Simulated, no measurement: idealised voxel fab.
Process module in this document: voxel transistor to metal
The cross-section shown here is cut; it is 185 nm wide and divided into square cells measuring 5 nm on a side.
Bands, listed from the top down, are how a cross-section gets written in this document; the cross-section itself is a grid of square cells, and a band is one or more rows of them.
Heights first: top, then bottom, in nm. Then materials, left to right, each with a width in nm. "edge to edge" on a single material: fills the band edge to edge. "air": empty space.
Counting heights begins at 0, where everything beneath is, in the wafer as received, one material. The lowest band has no bottom; it goes on downwards, as "0..down" shows.
A width such as "30->40" changes by the same amount from each row of cells to the next, from the band's top row to its bottom row.
Where a step carries "all unchanged", the cross-section came out of it unchanged, cell for cell.
So "Closed void catalog" is basically the list of trapped voids: any empty space of 8 cells or more that can't reach the top through an opening. They're written width x height at distance, the distance being from the left edge, and it's all nm.
Where a step's line continues beyond its settings, the continuation is a remark by the simulator itself on that step.
overlay nm: step with mask; distance mask lay right of planned place; negative value = left of planned place.

-- Planned step list for the process
- 1: RECEIVE,material Si
- 2: CONFORMAL_DEP,material SiO2,thk nm 5
- 3: CONFORMAL_DEP,material SiN,thk nm 15
- 4: PATTERN,tone cover,mask id ACTIVE,material resist,width nm 105,thk nm 15,overlay nm 0
- 5: DIRECTIONAL_ETCH,etch materials SiN,depth nm 15
- 6: DIRECTIONAL_ETCH,etch materials SiO2,depth nm 5
- 7: DIRECTIONAL_ETCH,etch materials Si,depth nm 20
- 8: STRIP,etch materials resist
- 9: FILL_DEP,material SiO2,thk nm 15
- 10: CMP,height nm 20
- 11: SELECTIVE_ETCH,etch materials SiO2,depth nm 10
- 12: STRIP,etch materials SiN
- 13: SELECTIVE_ETCH,etch materials SiO2,depth nm 5
- 14: OXIDIZE,depth nm 5
- 15: DIRECTIONAL_DEP,material polySi,thk nm 25
- 16: DIRECTIONAL_DEP,material SiCN,thk nm 10
- 17: DIRECTIONAL_DEP,material aC,thk nm 15
- 18: PATTERN,tone cover,mask id GATE,material resist,width nm 25,thk nm 30,overlay nm 0
- 19: DIRECTIONAL_ETCH,etch materials aC,depth nm 15
- 20: STRIP,etch materials resist
- 21: DIRECTIONAL_ETCH,etch materials SiCN,depth nm 20
- 22: DIRECTIONAL_ETCH,etch materials polySi,depth nm 35
- 23: STRIP,etch materials aC
- 24: CONFORMAL_DEP,material SiO2,thk nm 5
- 25: DIRECTIONAL_ETCH,etch materials SiO2,depth nm 5
- 26: CONFORMAL_DEP,material SiN,thk nm 5
- 27: DIRECTIONAL_ETCH,etch materials SiN,depth nm 5
- 28: DIRECTIONAL_ETCH,etch materials SiO2,depth nm 5
- 29: DIRECTIONAL_ETCH,etch materials Si,depth nm 5
- 30: EPI,material nSi,thk nm 10
- 31: FILL_DEP,material SiO2,thk nm 5
- 32: CMP,height nm 25
- 33: STRIP,etch materials polySi
- 34: SELECTIVE_ETCH,etch materials SiO2,depth nm 5
- 35: CONFORMAL_DEP,material HfO2,thk nm 5
- 36: CONFORMAL_DEP,material TiN,thk nm 5
- 37: FILL_DEP,material W,thk nm 10
- 38: CMP,height nm 20
- 39: DIRECTIONAL_DEP,material SiO2,thk nm 15
- 40: MASKED_ETCH,tone open,mask id CONTACT,width nm 15,pitch nm 70,etch materials SiO2,depth nm 35,overlay nm 0
- 41: CONFORMAL_DEP,material TiN,thk nm 5
- 42: FILL_DEP,material Ru,thk nm 10
- 43: CMP,height nm 35
- 44: CONFORMAL_DEP,material SiCN,thk nm 5
- 45: DIRECTIONAL_DEP,material lowk,thk nm 20
- 46: MASKED_ETCH,tone open,mask id METAL_1,width nm 15,pitch nm 70,etch materials lowk,depth nm 20,overlay nm 0
- 47: MASKED_ETCH,tone open,mask id METAL_1,width nm 15,pitch nm 70,etch materials SiCN,depth nm 5,overlay nm 0
- 48: CONFORMAL_DEP,material TiN,thk nm 5
- 49: FILL_DEP,material Cu,thk nm 5
- 50: CMP,height nm 60
- 51: EPI,material Ru,thk nm 5
- 52: FILL_DEP,material SiCN,thk nm 5
- 53: DIRECTIONAL_DEP,material SiO2,thk nm 30
- 54: PATTERN,tone open,mask id METAL_2,material resist,width nm 15,pitch nm 70,thk nm 15,overlay nm 0
- 55: DIRECTIONAL_ETCH,etch materials SiO2,depth nm 20
- 56: STRIP,etch materials resist
- 57: MASKED_ETCH,tone open,mask id METAL_2_HOLES,width nm 15,pitch nm 70,etch materials SiO2,depth nm 10,overlay nm 0
- 58: MASKED_ETCH,tone open,mask id METAL_2_HOLES,width nm 15,pitch nm 70,etch materials SiCN,depth nm 5,overlay nm 0
- 59: CONFORMAL_DEP,material TiN,thk nm 5
- 60: FILL_DEP,material Ru,thk nm 5
- 61: CMP,height nm 100
- 62: CONFORMAL_DEP,material SiCN,thk nm 5
For this document, wafers share an identical start and vary in the step 29 depth nm; the plan quotes the first wafer's value.

-- Sectional view: first of several wafers, as received, after step 1
* 0..down = Si edge to edge
* Closed void catalog: none

-- Once step 62, the last step, is complete, the module is at its end; this is the cross-section of the first of several wafers
* 105..100 = SiCN edge to edge
* 100..70 = 50 nm SiO2  5 nm TiN  5 nm Ru  5 nm TiN  55 nm SiO2  5 nm TiN  5 nm Ru  5 nm TiN  50 nm SiO2
* 70..65 = 50 nm SiCN  15 nm TiN  55 nm SiCN  15 nm TiN  50 nm SiCN
* 65..60 = 45 nm SiCN  25 nm Ru  45 nm SiCN  25 nm Ru  45 nm SiCN
* 60..40 = 50 nm lowk  5 nm TiN  5 nm Cu  5 nm TiN  55 nm lowk  5 nm TiN  5 nm Cu  5 nm TiN  50 nm lowk
* 40..35 = 50 nm SiCN  15 nm TiN  55 nm SiCN  15 nm TiN  50 nm SiCN
* 35..20 = 50 nm SiO2  5 nm TiN  5 nm Ru  5 nm TiN  55 nm SiO2  5 nm TiN  5 nm Ru  5 nm TiN  50 nm SiO2
* 20..10 = 50 nm SiO2  5 nm TiN  5 nm Ru  5 nm TiN  5 nm SiO2  5 nm SiN  5 nm HfO2  5 nm TiN  15 nm W  5 nm TiN  5 nm HfO2  5 nm SiN  5 nm SiO2  5 nm TiN  5 nm Ru  5 nm TiN  50 nm SiO2
* 10..5 = 50 nm SiO2  15 nm TiN  5 nm SiO2  5 nm SiN  5 nm HfO2  5 nm TiN  15 nm W  5 nm TiN  5 nm HfO2  5 nm SiN  5 nm SiO2  15 nm TiN  50 nm SiO2
* 5..0 = 40 nm SiO2  5 nm SiN  10 nm nSi  5 nm TiN  10 nm nSi  5 nm SiN  5 nm HfO2  25 nm TiN  5 nm HfO2  5 nm SiN  10 nm nSi  5 nm TiN  10 nm nSi  5 nm SiN  40 nm SiO2
* 0..-5 = 45 nm SiO2  25 nm nSi  5 nm SiO2  35 nm HfO2  5 nm SiO2  25 nm nSi  45 nm SiO2
* -5..-10 = 40 nm SiO2  5 nm Si  25 nm nSi  45 nm Si  25 nm nSi  5 nm Si  40 nm SiO2
* -10..-20 = 40 nm SiO2  105 nm Si  40 nm SiO2
* -20..down = Si edge to edge
* Closed void catalog: none

-- last wafer at the end
* 105..100 = SiCN edge to edge
* 100..70 = 50 nm SiO2  5 nm TiN  5 nm Ru  5 nm TiN  55 nm SiO2  5 nm TiN  5 nm Ru  5 nm TiN  50 nm SiO2
* 70..65 = 50 nm SiCN  15 nm TiN  55 nm SiCN  15 nm TiN  50 nm SiCN
* 65..60 = 45 nm SiCN  25 nm Ru  45 nm SiCN  25 nm Ru  45 nm SiCN
* 60..40 = 50 nm lowk  5 nm TiN  5 nm Cu  5 nm TiN  55 nm lowk  5 nm TiN  5 nm Cu  5 nm TiN  50 nm lowk
* 40..35 = 50 nm SiCN  15 nm TiN  55 nm SiCN  15 nm TiN  50 nm SiCN
* 35..20 = 50 nm SiO2  5 nm TiN  5 nm Ru  5 nm TiN  55 nm SiO2  5 nm TiN  5 nm Ru  5 nm TiN  50 nm SiO2
* 20..10 = 50 nm SiO2  5 nm TiN  5 nm Ru  5 nm TiN  5 nm SiO2  5 nm SiN  5 nm HfO2  5 nm TiN  15 nm W  5 nm TiN  5 nm HfO2  5 nm SiN  5 nm SiO2  5 nm TiN  5 nm Ru  5 nm TiN  50 nm SiO2
* 10..5 = 50 nm SiO2  15 nm TiN  5 nm SiO2  5 nm SiN  5 nm HfO2  5 nm TiN  15 nm W  5 nm TiN  5 nm HfO2  5 nm SiN  5 nm SiO2  15 nm TiN  50 nm SiO2
* 5..0 = 40 nm SiO2  5 nm SiN  10 nm nSi  5 nm TiN  10 nm nSi  5 nm SiN  5 nm HfO2  25 nm TiN  5 nm HfO2  5 nm SiN  10 nm nSi  5 nm TiN  10 nm nSi  5 nm SiN  40 nm SiO2
* 0..-5 = 45 nm SiO2  10 nm nSi  5 nm SiO2  10 nm nSi  5 nm SiO2  35 nm HfO2  5 nm SiO2  10 nm nSi  5 nm SiO2  10 nm nSi  45 nm SiO2
* -5..-15 = 40 nm SiO2  5 nm Si  10 nm nSi  5 nm SiO2  10 nm nSi  45 nm Si  10 nm nSi  5 nm SiO2  10 nm nSi  5 nm Si  40 nm SiO2
* -15..-20 = 40 nm SiO2  5 nm Si  25 nm nSi  45 nm Si  25 nm nSi  5 nm Si  40 nm SiO2
* -20..-25 = 45 nm Si  25 nm nSi  45 nm Si  25 nm nSi  45 nm Si
* -25..down = Si edge to edge
* Closed void catalog: none

-- Tabulated below, wafer by wafer, are the end-of-module results: for each material, the number of cells gained (+) or lost (-) relative to the as-received state, followed by the closed voids
depth nm 5 | +8 Cu | +15 HfO2 | +32 Ru | -95 Si | +126 SiCN | +10 SiN | +429 SiO2 | +91 TiN | +9 W | +124 lowk | +28 nSi | Closed void catalog: none
depth nm 10 | +8 Cu | +15 HfO2 | +32 Ru | -105 Si | +126 SiCN | +10 SiN | +431 SiO2 | +91 TiN | +9 W | +124 lowk | +36 nSi | Closed void catalog: none
depth nm 15 | +8 Cu | +15 HfO2 | +32 Ru | -115 Si | +126 SiCN | +10 SiN | +433 SiO2 | +91 TiN | +9 W | +124 lowk | +44 nSi | Closed void catalog: none
depth nm 20 | +8 Cu | +15 HfO2 | +32 Ru | -125 Si | +126 SiCN | +10 SiN | +435 SiO2 | +91 TiN | +9 W | +124 lowk | +52 nSi | Closed void catalog: none
